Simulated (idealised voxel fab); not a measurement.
Name of the process module below: voxel capacitor over wiring
Cross-sectional view cut (width: 175 nm; square cell size: 5 nm).
In what follows, cross-sections appear as grids of square cells, described through bands that run from the top down, where every band is one or more rows of cells. Basically the band line says how high the top is and how high the bottom is, in nm, and then what's in it from left to right, every material with its width in nm. Empty space shows up as "air", and if a single material carries "edge to edge" it runs the full band edge to edge. Ref level 0: as-received wafer is one material below here. Bottom band extends down with no lower bound ("from 0 down"). Top row gets the first number, bottom row gets the second, and each row in between changes by the same step: that is how a band width like "30->40" works. Step note "identical to before" = no cross-section cell changed. Entry "Enclosed void listing". Content: empty spaces with no open connection to the top, size 8 cells or greater. Each: width x height at distance. Distance: from left edge. Unit: nm. Formally, on a step line, whatever follows the settings is a remark that the simulator itself makes on the step. overlay nm: for a step with a mask, the amount by which the mask lay right of where it was planned; a negative amount means left of it.

Planned process steps:
| 1 | RECEIVE | material Si |
| 2 | CONFORMAL_DEP | material SiO2 | thk nm 10 |
| 3 | CONFORMAL_DEP | material SiN | thk nm 5 |
| 4 | DIRECTIONAL_DEP | material lowk | thk nm 25 |
| 5 | MASKED_ETCH | tone open | mask id METAL_1 | width nm 20 | pitch nm 75 | etch materials lowk | depth nm 25 | overlay nm 0 |
| 6 | MASKED_ETCH | tone open | mask id METAL_1 | width nm 20 | pitch nm 75 | etch materials SiN | depth nm 5 | overlay nm 0 |
| 7 | CONFORMAL_DEP | material TiN | thk nm 5 |
| 8 | FILL_DEP | material Cu | thk nm 10 |
| 9 | CMP | height nm 40 |
| 10 | EPI | material Ru | thk nm 5 |
| 11 | FILL_DEP | material SiCN | thk nm 5 |
| 12 | DIRECTIONAL_DEP | material lowk | thk nm 20 |
| 13 | PATTERN | tone open | mask id PLUG_1 | material resist | width nm 15 | thk nm 15 | overlay nm 0 |
| 14 | DIRECTIONAL_ETCH | etch materials lowk | depth nm 20 |
| 15 | DIRECTIONAL_ETCH | etch materials SiCN | depth nm 5 |
| 16 | STRIP | etch materials resist |
| 17 | CONFORMAL_DEP | material TiN | thk nm 5 |
| 18 | FILL_DEP | material Cu | thk nm 10 |
| 19 | CMP | height nm 70 |
| 20 | DIRECTIONAL_DEP | material TiN | thk nm 10 |
| 21 | DIRECTIONAL_DEP | material SiN | thk nm 5 |
| 22 | DIRECTIONAL_DEP | material TiN | thk nm 10 |
| 23 | DIRECTIONAL_DEP | material aC | thk nm 15 |
| 24 | PATTERN | tone cover | mask id UPPER_PLATE | material resist | width nm 60 | thk nm 35 | overlay nm 0 |
| 25 | DIRECTIONAL_ETCH | etch materials aC | depth nm 15 |
| 26 | STRIP | etch materials resist |
| 27 | DIRECTIONAL_ETCH | etch materials TiN | depth nm 10 |
| 28 | DIRECTIONAL_ETCH | etch materials SiN | depth nm 5 |
| 29 | STRIP | etch materials aC |
| 30 | DIRECTIONAL_DEP | material aC | thk nm 15 |
| 31 | PATTERN | tone cover | mask id LOWER_PLATE | material resist | width nm 70 | thk nm 30 | overlay nm 0 |
| 32 | DIRECTIONAL_ETCH | etch materials aC | depth nm 15 |
| 33 | STRIP | etch materials resist |
| 34 | DIRECTIONAL_ETCH | etch materials TiN | depth nm 10 |
| 35 | STRIP | etch materials aC |
| 36 | FILL_DEP | material SiO2 | thk nm 15 |
| 37 | CMP | height nm 105 |
| 38 | MASKED_ETCH | tone open | mask id PLUG_2 | width nm 15 | etch materials SiO2 | depth nm 10 | overlay nm 0 |
| 39 | CONFORMAL_DEP | material TiN | thk nm 5 |
| 40 | FILL_DEP | material Ru | thk nm 5 |
| 41 | CMP | height nm 105 |
| 42 | CONFORMAL_DEP | material SiCN | thk nm 5 |

Wafer, first of two, run as planned:

Wafer as received: cross-section following step 1:
	from 0 down  Si edge to edge
	Enclosed void listing: none

State of the wafer after step 2, shown in cross-section:
	from 10 to 0  SiO2 edge to edge
	Unchanged below 0.

State of the wafer after step 3, shown in cross-section:
	from 15 to 10  SiN edge to edge
	Unchanged below 10.

State of the wafer after step 4, shown in cross-section:
	from 40 to 15  lowk edge to edge
	Unchanged below 15.

State of the wafer after step 5, shown in cross-section:
	from 40 to 15  lowk=40, then air=20, then lowk=55, then air=20, then lowk=40
	Unchanged below 15.

State of the wafer after step 6, shown in cross-section:
	from 40 to 15  lowk=40, then air=20, then lowk=55, then air=20, then lowk=40
	from 15 to 10  SiN=40, then air=20, then SiN=55, then air=20, then SiN=40
	Unchanged below 10.

State of the wafer after step 7, shown in cross-section:
	from 45 to 40  TiN=45, then air=10, then TiN=65, then air=10, then TiN=45
	from 40 to 15  lowk=40, then TiN=5, then air=10, then TiN=5, then lowk=55, then TiN=5, then air=10, then TiN=5, then lowk=40
	from 15 to 10  SiN=40, then TiN=20, then SiN=55, then TiN=20, then SiN=40
	Unchanged below 10.

State of the wafer after step 8, shown in cross-section:
	from 55 to 45  Cu edge to edge
	from 45 to 40  TiN=45, then Cu=10, then TiN=65, then Cu=10, then TiN=45
	from 40 to 15  lowk=40, then TiN=5, then Cu=10, then TiN=5, then lowk=55, then TiN=5, then Cu=10, then TiN=5, then lowk=40
	Unchanged below 15.

State of the wafer after step 9, shown in cross-section:
	from 40 to 15  lowk=40, then TiN=5, then Cu=10, then TiN=5, then lowk=55, then TiN=5, then Cu=10, then TiN=5, then lowk=40
	Unchanged below 15.

State of the wafer after step 10, shown in cross-section:
	from 45 to 40  air=35, then Ru=30, then air=45, then Ru=30, then air=35
	Unchanged below 40.

State of the wafer after step 11, shown in cross-section:
	from 50 to 45  SiCN edge to edge
	from 45 to 40  SiCN=35, then Ru=30, then SiCN=45, then Ru=30, then SiCN=35
	Unchanged below 40.

State of the wafer after step 12, shown in cross-section:
	from 70 to 50  lowk edge to edge
	Unchanged below 50.

State of the wafer after step 13, shown in cross-section:
	from 85 to 70  resist=45, then air=15, then resist=115
	Unchanged below 70.

State of the wafer after step 14, shown in cross-section:
	from 85 to 70  resist=45, then air=15, then resist=115
	from 70 to 50  lowk=45, then air=15, then lowk=115
	Unchanged below 50.

State of the wafer after step 15, shown in cross-section:
	from 85 to 70  resist=45, then air=15, then resist=115
	from 70 to 50  lowk=45, then air=15, then lowk=115
	from 50 to 45  SiCN=45, then air=15, then SiCN=115
	Unchanged below 45.

State of the wafer after step 16, shown in cross-section:
	from 70 to 50  lowk=45, then air=15, then lowk=115
	Unchanged below 50.

State of the wafer after step 17, shown in cross-section:
	from 75 to 70  TiN=50, then air=5, then TiN=120
	from 70 to 50  lowk=45, then TiN=5, then air=5, then TiN=5, then lowk=115
	from 50 to 45  SiCN=45, then TiN=15, then SiCN=115
	Unchanged below 45.

State of the wafer after step 18, shown in cross-section:
	from 85 to 75  Cu edge to edge
	from 75 to 70  TiN=50, then Cu=5, then TiN=120
	from 70 to 50  lowk=45, then TiN=5, then Cu=5, then TiN=5, then lowk=115
	Unchanged below 50.

State of the wafer after step 19, shown in cross-section:
	from 70 to 50  lowk=45, then TiN=5, then Cu=5, then TiN=5, then lowk=115
	Unchanged below 50.

State of the wafer after step 20, shown in cross-section:
	from 80 to 70  TiN edge to edge
	Unchanged below 70.

State of the wafer after step 21, shown in cross-section:
	from 85 to 80  SiN edge to edge
	Unchanged below 80.

State of the wafer after step 22, shown in cross-section:
	from 95 to 85  TiN edge to edge
	Unchanged below 85.

State of the wafer after step 23, shown in cross-section:
	from 110 to 95  aC edge to edge
	Unchanged below 95.

State of the wafer after step 24, shown in cross-section:
	from 145 to 110  air=45, then resist=60, then air=70
	Unchanged below 110.

State of the wafer after step 25, shown in cross-section:
	from 130 to 110  air=45, then resist=60, then air=70
	from 110 to 95  air=45, then aC=60, then air=70
	Unchanged below 95.

State of the wafer after step 26, shown in cross-section:
	from 110 to 95  air=45, then aC=60, then air=70
	Unchanged below 95.

State of the wafer after step 27, shown in cross-section:
	from 110 to 95  air=45, then aC=60, then air=70
	from 95 to 85  air=45, then TiN=60, then air=70
	Unchanged below 85.

State of the wafer after step 28, shown in cross-section:
	from 110 to 95  air=45, then aC=60, then air=70
	from 95 to 85  air=45, then TiN=60, then air=70
	from 85 to 80  air=45, then SiN=60, then air=70
	Unchanged below 80.

State of the wafer after step 29, shown in cross-section:
	from 95 to 85  air=45, then TiN=60, then air=70
	Unchanged below 85.

State of the wafer after step 30, shown in cross-section:
	from 110 to 95  air=45, then aC=60, then air=70
	from 95 to 85  aC=45, then TiN=60, then aC=70
	from 85 to 80  aC=45, then SiN=60, then aC=70
	Unchanged below 80.

State of the wafer after step 31, shown in cross-section:
	from 140 to 110  air=40, then resist=70, then air=65
	from 110 to 95  air=40, then resist=5, then aC=60, then resist=5, then air=65
	Unchanged below 95.

State of the wafer after step 32, shown in cross-section:
	from 125 to 110  air=40, then resist=70, then air=65
	from 110 to 95  air=40, then resist=5, then aC=60, then resist=5, then air=65
	from 95 to 85  air=40, then aC=5, then TiN=60, then aC=5, then air=65
	from 85 to 80  air=40, then aC=5, then SiN=60, then aC=5, then air=65
	Unchanged below 80.

State of the wafer after step 33, shown in cross-section:
	from 110 to 95  air=45, then aC=60, then air=70
	Unchanged below 95.

State of the wafer after step 34, shown in cross-section:
	from 110 to 95  air=45, then aC=60, then air=70
	from 95 to 85  air=40, then aC=5, then TiN=60, then aC=5, then air=65
	from 85 to 80  air=40, then aC=5, then SiN=60, then aC=5, then air=65
	from 80 to 70  air=40, then TiN=70, then air=65
	Unchanged below 70.

State of the wafer after step 35, shown in cross-section:
	from 95 to 85  air=45, then TiN=60, then air=70
	from 85 to 80  air=45, then SiN=60, then air=70
	Unchanged below 80.

State of the wafer after step 36, shown in cross-section:
	from 110 to 95  SiO2 edge to edge
	from 95 to 85  SiO2=45, then TiN=60, then SiO2=70
	from 85 to 80  SiO2=45, then SiN=60, then SiO2=70
	from 80 to 70  SiO2=40, then TiN=70, then SiO2=65
	Unchanged below 70.

State of the wafer after step 37, shown in cross-section:
	from 105 to 95  SiO2 edge to edge
	Unchanged below 95.

State of the wafer after step 38, shown in cross-section:
	from 105 to 95  SiO2=55, then air=15, then SiO2=105
	Unchanged below 95.

State of the wafer after step 39, shown in cross-section:
	from 110 to 105  TiN=60, then air=5, then TiN=110
	from 105 to 100  SiO2=55, then TiN=5, then air=5, then TiN=5, then SiO2=105
	from 100 to 95  SiO2=55, then TiN=15, then SiO2=105
	Unchanged below 95.

State of the wafer after step 40, shown in cross-section:
	from 115 to 110  Ru edge to edge
	from 110 to 105  TiN=60, then Ru=5, then TiN=110
	from 105 to 100  SiO2=55, then TiN=5, then Ru=5, then TiN=5, then SiO2=105
	Unchanged below 100.

State of the wafer after step 41, shown in cross-section:
	from 105 to 100  SiO2=55, then TiN=5, then Ru=5, then TiN=5, then SiO2=105
	Unchanged below 100.

State of the wafer after step 42, shown in cross-section:
	from 110 to 105  SiCN edge to edge
	Unchanged below 105.

Wafer two. Identical start, identical plan. One mistake in execution. Identical history through step 22:

What the second wafer looks like in cross-section when step 23 should have wrapped up:
	from 110 to 95  SiN edge to edge
	Unchanged below 95.

What the second wafer looks like in cross-section when step 24 should have wrapped up:
	from 145 to 110  air=45, then resist=60, then air=70
	Unchanged below 110.

What the second wafer looks like in cross-section when step 25 should have wrapped up:
	from 130 to 110  air=45, then resist=60, then air=70
	Unchanged below 110.

What the second wafer looks like in cross-section when step 26 should have wrapped up:
	from 110 to 95  SiN edge to edge
	Unchanged below 95.

What the second wafer looks like in cross-section when step 27 should have wrapped up: identical to before

What the second wafer looks like in cross-section when step 28 should have wrapped up:
	from 105 to 95  SiN edge to edge
	Unchanged below 95.

What the second wafer looks like in cross-section when step 29 should have wrapped up: identical to before

What the second wafer looks like in cross-section when step 30 should have wrapped up:
	from 120 to 105  aC edge to edge
	Unchanged below 105.

What the second wafer looks like in cross-section when step 31 should have wrapped up:
	from 150 to 120  air=40, then resist=70, then air=65
	Unchanged below 120.

What the second wafer looks like in cross-section when step 32 should have wrapped up:
	from 135 to 120  air=40, then resist=70, then air=65
	from 120 to 105  air=40, then aC=70, then air=65
	Unchanged below 105.

What the second wafer looks like in cross-section when step 33 should have wrapped up:
	from 120 to 105  air=40, then aC=70, then air=65
	Unchanged below 105.

What the second wafer looks like in cross-section when step 34 should have wrapped up: identical to before

What the second wafer looks like in cross-section when step 35 should have wrapped up:
	from 105 to 95  SiN edge to edge
	Unchanged below 95.

What the second wafer looks like in cross-section when step 36 should have wrapped up:
	from 120 to 105  SiO2 edge to edge
	Unchanged below 105.

What the second wafer looks like in cross-section when step 37 should have wrapped up:
	from 105 to 95  SiN edge to edge
	Unchanged below 95.

What the second wafer looks like in cross-section when step 38 should have wrapped up: identical to before

What the second wafer looks like in cross-section when step 39 should have wrapped up:
	from 110 to 105  TiN edge to edge
	Unchanged below 105.

What the second wafer looks like in cross-section when step 40 should have wrapped up:
	from 115 to 110  Ru edge to edge
	Unchanged below 110.

What the second wafer looks like in cross-section when step 41 should have wrapped up:
	from 105 to 95  SiN edge to edge
	Unchanged below 95.

What the second wafer looks like in cross-section when step 42 should have wrapped up:
	from 110 to 105  SiCN edge to edge
	Unchanged below 105.
Here's what went sideways: step 23 ran differently from the plan; actual operation with settings: DIRECTIONAL_DEP | material SiN | thk nm 15
at the end the second wafer has, in cells: -1 Ru, +93 SiN, -175 SiO2, +83 TiN
